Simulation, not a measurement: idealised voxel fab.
Documented hereafter: the process module known as voxel transistor to metal.
Displayed cross-section: cut, width of 295 nm, square cells sized 5 nm.
Reading order for cross-sections: top band down to bottom band. Underlying form: a grid of square cells. Band size: one or more rows of cells.
Basically the band line says how high the top is and how high the bottom is, in nm, and then what's in it from left to right, every material with its width in nm. Empty space shows up as "air", and if a single material carries "everywhere" it runs the full band edge to edge.
Heights are expressed relative to 0, this being the level below which the as-received wafer comprises one material exclusively. The lowest band is unbounded in the downward direction and is denoted as in "z 0 and below".
Note: "30 to 40" means the width goes from the first number (top row of the band) to the second number (bottom row) in equal steps per row of cells.
"same as before" for a step: no cell of the cross-section changed in that step.
The entry "Sealed voids" lists the empty spaces that cover at least 8 cells and have no open path to the top. Each is written as width x height at distance, where the distance is measured from the left edge and all three values are in nm.
It should be noted that, on the line of a given step, the content following the step's settings is a remark produced by the simulator itself with respect to that step.
Steps that use a mask can have "overlay nm" on their line. It says how far the mask sat to the right of where it was meant to be. Negative means to the left.
[The following list gives the planned process steps]
1: RECEIVE with material Si
2: CONFORMAL_DEP with material SiO2, thk nm 5
3: CONFORMAL_DEP with material SiN, thk nm 10
4: PATTERN with tone cover, mask id ACTIVE, material resist, width nm 110, pitch nm 140, thk nm 20, overlay nm 0
5: DIRECTIONAL_ETCH with etch materials SiN, depth nm 10
6: DIRECTIONAL_ETCH with etch materials SiO2, depth nm 5
7: DIRECTIONAL_ETCH with etch materials Si, depth nm 35
8: STRIP with etch materials resist
9: FILL_DEP with material SiO2, thk nm 10
10: CMP with height nm 15
11: SELECTIVE_ETCH with etch materials SiO2, depth nm 5
12: STRIP with etch materials SiN
13: SELECTIVE_ETCH with etch materials SiO2, depth nm 5
14: OXIDIZE with depth nm 5
15: DIRECTIONAL_DEP with material polySi, thk nm 25
16: DIRECTIONAL_DEP with material SiCN, thk nm 15
17: PATTERN with tone cover, mask id GATE, material resist, width nm 30, pitch nm 140, thk nm 20, overlay nm 0
18: DIRECTIONAL_ETCH with etch materials SiCN, depth nm 25
19: DIRECTIONAL_ETCH with etch materials polySi, depth nm 35
20: STRIP with etch materials resist
21: CONFORMAL_DEP with material SiO2, thk nm 5
22: DIRECTIONAL_ETCH with etch materials SiO2, depth nm 5
23: CONFORMAL_DEP with material SiN, thk nm 10
24: DIRECTIONAL_ETCH with etch materials SiN, depth nm 10
25: DIRECTIONAL_ETCH with etch materials SiO2, depth nm 5
26: DIRECTIONAL_ETCH with etch materials Si, depth nm 10
27: EPI with material nSi, thk nm 10
28: FILL_DEP with material SiO2, thk nm 10
29: CMP with height nm 25
30: STRIP with etch materials polySi
31: SELECTIVE_ETCH with etch materials SiO2, depth nm 5
32: CONFORMAL_DEP with material HfO2, thk nm 5
33: CONFORMAL_DEP with material TiN, thk nm 5
34: FILL_DEP with material W, thk nm 10
35: CMP with height nm 20
36: DIRECTIONAL_DEP with material SiO2, thk nm 15
37: PATTERN with tone open, mask id CONTACT, material resist, width nm 15, thk nm 15, overlay nm 0
38: DIRECTIONAL_ETCH with etch materials SiO2, depth nm 30
39: STRIP with etch materials resist
40: CONFORMAL_DEP with material TiN, thk nm 5
41: FILL_DEP with material W, thk nm 5
42: CMP with height nm 35
43: DIRECTIONAL_DEP with material TiN, thk nm 5
44: DIRECTIONAL_DEP with material W, thk nm 20
45: DIRECTIONAL_DEP with material aC, thk nm 10
46: PATTERN with tone cover, mask id METAL_1, material resist, width nm 15, thk nm 25, overlay nm 0
47: DIRECTIONAL_ETCH with etch materials aC, depth nm 10
48: STRIP with etch materials resist
49: DIRECTIONAL_ETCH with etch materials W, depth nm 20
50: DIRECTIONAL_ETCH with etch materials TiN, depth nm 5
51: STRIP with etch materials aC
52: FILL_DEP with material lowk, thk nm 10
53: CMP with height nm 60
54: CONFORMAL_DEP with material SiCN, thk nm 5
55: DIRECTIONAL_DEP with material lowk, thk nm 35
56: MASKED_ETCH with tone open, mask id METAL_2, width nm 15, pitch nm 140, etch materials lowk, depth nm 20, overlay nm 0
57: PATTERN with tone open, mask id METAL_2_HOLES, material resist, width nm 15, pitch nm 140, thk nm 20, overlay nm 0
58: DIRECTIONAL_ETCH with etch materials lowk, depth nm 15
59: DIRECTIONAL_ETCH with etch materials SiCN, depth nm 5
60: STRIP with etch materials resist
61: CONFORMAL_DEP with material TiN, thk nm 5
62: FILL_DEP with material Ru, thk nm 5
63: CMP with height nm 100
64: CONFORMAL_DEP with material SiCN, thk nm 5
[Wafer as received: cross-section following step 1]
  z 0 and below: Si everywhere
  Sealed voids: none
[Here's the cross-section of the first of our two wafers at the end of the module - it ran as planned]
  z 105 to 100: SiCN everywhere
  z 100 to 65: lowk 25 | TiN 5 | Ru 5 | TiN 5 | lowk 125 | TiN 5 | Ru 5 | TiN 5 | lowk 115
  z 65 to 60: SiCN 25 | TiN 15 | SiCN 125 | TiN 15 | SiCN 115
  z 60 to 40: lowk 25 | W 15 | lowk 70 | W 15 | lowk 40 | W 15 | lowk 70 | W 15 | lowk 30
  z 40 to 35: lowk 25 | TiN 15 | lowk 70 | TiN 15 | lowk 40 | TiN 15 | lowk 70 | TiN 15 | lowk 30
  z 35 to 20: SiO2 25 | TiN 5 | W 5 | TiN 5 | SiO2 70 | TiN 5 | W 5 | TiN 5 | SiO2 40 | TiN 5 | W 5 | TiN 5 | SiO2 70 | TiN 5 | W 5 | TiN 5 | SiO2 30
  z 20 to 10: SiO2 25 | TiN 5 | W 5 | TiN 5 | SiO2 5 | SiN 10 | HfO2 5 | TiN 5 | W 20 | TiN 5 | HfO2 5 | SiN 10 | SiO2 5 | TiN 5 | W 5 | TiN 5 | SiO2 40 | TiN 5 | W 5 | TiN 5 | SiO2 5 | SiN 10 | HfO2 5 | TiN 5 | W 20 | TiN 5 | HfO2 5 | SiN 10 | SiO2 5 | TiN 5 | W 5 | TiN 5 | SiO2 30
  z 10 to 5: SiO2 25 | TiN 15 | SiO2 5 | SiN 10 | HfO2 5 | TiN 5 | W 20 | TiN 5 | HfO2 5 | SiN 10 | SiO2 5 | TiN 15 | SiO2 40 | TiN 15 | SiO2 5 | SiN 10 | HfO2 5 | TiN 5 | W 20 | TiN 5 | HfO2 5 | SiN 10 | SiO2 5 | TiN 15 | SiO2 30
  z 5 to 0: SiO2 20 | SiN 10 | nSi 15 | SiN 10 | HfO2 5 | TiN 30 | HfO2 5 | SiN 10 | nSi 15 | SiN 10 | SiO2 30 | SiN 10 | nSi 15 | SiN 10 | HfO2 5 | TiN 30 | HfO2 5 | SiN 10 | nSi 15 | SiN 10 | SiO2 25
  z 0 to -5: SiO2 30 | nSi 15 | SiO2 10 | HfO2 40 | SiO2 10 | nSi 15 | SiO2 50 | nSi 15 | SiO2 10 | HfO2 40 | SiO2 10 | nSi 15 | SiO2 35
  z -5 to -15: SiO2 20 | Si 10 | nSi 15 | Si 60 | nSi 15 | Si 10 | SiO2 30 | Si 10 | nSi 15 | Si 60 | nSi 15 | Si 10 | SiO2 25
  z -15 to -35: SiO2 20 | Si 110 | SiO2 30 | Si 110 | SiO2 25
  z -35 and below: Si everywhere
  Sealed voids: none
[Cross-section, wafer two of two, end of module: same start and plan as wafer one, one error in execution]
  z 105 to 100: SiCN everywhere
  z 100 to 85: lowk 20 | TiN 5 | Ru 15 | TiN 5 | lowk 115 | TiN 5 | Ru 15 | TiN 5 | lowk 110
  z 85 to 80: lowk 20 | TiN 10 | Ru 5 | TiN 10 | lowk 115 | TiN 10 | Ru 5 | TiN 10 | lowk 110
  z 80 to 65: lowk 25 | TiN 5 | Ru 5 | TiN 5 | lowk 125 | TiN 5 | Ru 5 | TiN 5 | lowk 115
  z 65 to 60: SiCN 25 | TiN 15 | SiCN 125 | TiN 15 | SiCN 115
  z 60 to 40: lowk 25 | W 15 | lowk 70 | W 15 | lowk 40 | W 15 | lowk 70 | W 15 | lowk 30
  z 40 to 35: lowk 25 | TiN 15 | lowk 70 | TiN 15 | lowk 40 | TiN 15 | lowk 70 | TiN 15 | lowk 30
  z 35 to 20: SiO2 25 | TiN 5 | W 5 | TiN 5 | SiO2 70 | TiN 5 | W 5 | TiN 5 | SiO2 40 | TiN 5 | W 5 | TiN 5 | SiO2 70 | TiN 5 | W 5 | TiN 5 | SiO2 30
  z 20 to 10: SiO2 25 | TiN 5 | W 5 | TiN 5 | SiO2 5 | SiN 10 | HfO2 5 | TiN 5 | W 20 | TiN 5 | HfO2 5 | SiN 10 | SiO2 5 | TiN 5 | W 5 | TiN 5 | SiO2 40 | TiN 5 | W 5 | TiN 5 | SiO2 5 | SiN 10 | HfO2 5 | TiN 5 | W 20 | TiN 5 | HfO2 5 | SiN 10 | SiO2 5 | TiN 5 | W 5 | TiN 5 | SiO2 30
  z 10 to 5: SiO2 25 | TiN 15 | SiO2 5 | SiN 10 | HfO2 5 | TiN 5 | W 20 | TiN 5 | HfO2 5 | SiN 10 | SiO2 5 | TiN 15 | SiO2 40 | TiN 15 | SiO2 5 | SiN 10 | HfO2 5 | TiN 5 | W 20 | TiN 5 | HfO2 5 | SiN 10 | SiO2 5 | TiN 15 | SiO2 30
  z 5 to 0: SiO2 20 | SiN 10 | nSi 15 | SiN 10 | HfO2 5 | TiN 30 | HfO2 5 | SiN 10 | nSi 15 | SiN 10 | SiO2 30 | SiN 10 | nSi 15 | SiN 10 | HfO2 5 | TiN 30 | HfO2 5 | SiN 10 | nSi 15 | SiN 10 | SiO2 25
  z 0 to -5: SiO2 30 | nSi 15 | SiO2 10 | HfO2 40 | SiO2 10 | nSi 15 | SiO2 50 | nSi 15 | SiO2 10 | HfO2 40 | SiO2 10 | nSi 15 | SiO2 35
  z -5 to -15: SiO2 20 | Si 10 | nSi 15 | Si 60 | nSi 15 | Si 10 | SiO2 30 | Si 10 | nSi 15 | Si 60 | nSi 15 | Si 10 | SiO2 25
  z -15 to -35: SiO2 20 | Si 110 | SiO2 30 | Si 110 | SiO2 25
  z -35 and below: Si everywhere
  Sealed voids: none
In executing the process, a mistake was made relative to the plan: heads up, step 56 didn't go per plan, it actually ran as MASKED_ETCH with tone open, mask id METAL_2, width nm 25, pitch nm 140, etch materials lowk, depth nm 20, overlay nm 0
Upon completion, the second wafer contains, in terms of cells, a greater or smaller amount of certain materials than the first wafer: Ru: 12 more, TiN: 4 more, lowk: 16 fewer
